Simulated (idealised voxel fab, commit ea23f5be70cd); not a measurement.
The following is a process module called voxel local oxidation.
Displayed cross-section: cut, width of 255 nm, square cells sized 5 nm.
In what follows, cross-sections appear as grids of square cells, described through bands that run from the top down, where every band is one or more rows of cells. Quick guide to a band line: top height, bottom height (nm) up front; then every material left to right with its width in nm. Only one material and it's marked "throughout"? Then it fills the band edge to edge. And "air" just means empty space. Measure heights from 0. That's the level where, below it, the as-received wafer is all one material. The lowest band is bottomless and extends downward; write it as in "0 and below". A width such as "30 to 40" changes by the same amount from each row of cells to the next, from the band's top row to its bottom row. "remained unchanged", as given for a step, is the statement that not any cell of the cross-section underwent a change during that step. The entry titled "Fully sealed voids" provides the empty spaces that have no open way to the top, restricted to those of 8 cells or more. Each is presented as width x height at distance, the distance being measured from the left edge, with all three in nm. Note: text after step settings on the step line = simulator remark on that step. overlay nm: step with mask; distance mask lay right of planned place; negative value = left of planned place.
[Process steps - plan]
1 op RECEIVE | material Si
2 op CONFORMAL_DEP | material SiO2 | thk nm 5
3 op CONFORMAL_DEP | material SiN | thk nm 15
4 op PATTERN | tone cover | mask id ACTIVE | material resist | width nm 95 | thk nm 20 | overlay nm -15
5 op DIRECTIONAL_ETCH | etch materials SiN | depth nm 15
6 op STRIP | etch materials resist
7 op SELECTIVE_ETCH | etch materials SiO2 | depth nm 5
8 op OXIDIZE | depth nm 10
9 op STRIP | etch materials SiN
Wafers differ in overlay nm at step 4; plan lists the first wafer's value; identical starting state.
[So this is the first of several wafers, cross-sectioned as it came to us, meaning it's at the end of step 1]
> 0 and below  Si throughout
> Fully sealed voids: none
[So in this table every wafer gets its own row, and what you see is where it stands at the end of the module: for each material, how many cells it picked up (+) or gave up (-) since we received it, and after that its closed voids]
overlay nm -15 | -76 Si | +93 SiO2 | Fully sealed voids: none
overlay nm -10 | -76 Si | +93 SiO2 | Fully sealed voids: none
overlay nm -5 | -76 Si | +93 SiO2 | Fully sealed voids: none
overlay nm 0 | -76 Si | +93 SiO2 | Fully sealed voids: none
overlay nm 5 | -76 Si | +93 SiO2 | Fully sealed voids: none
overlay nm 10 | -76 Si | +93 SiO2 | Fully sealed voids: none
overlay nm 15 | -76 Si | +93 SiO2 | Fully sealed voids: none
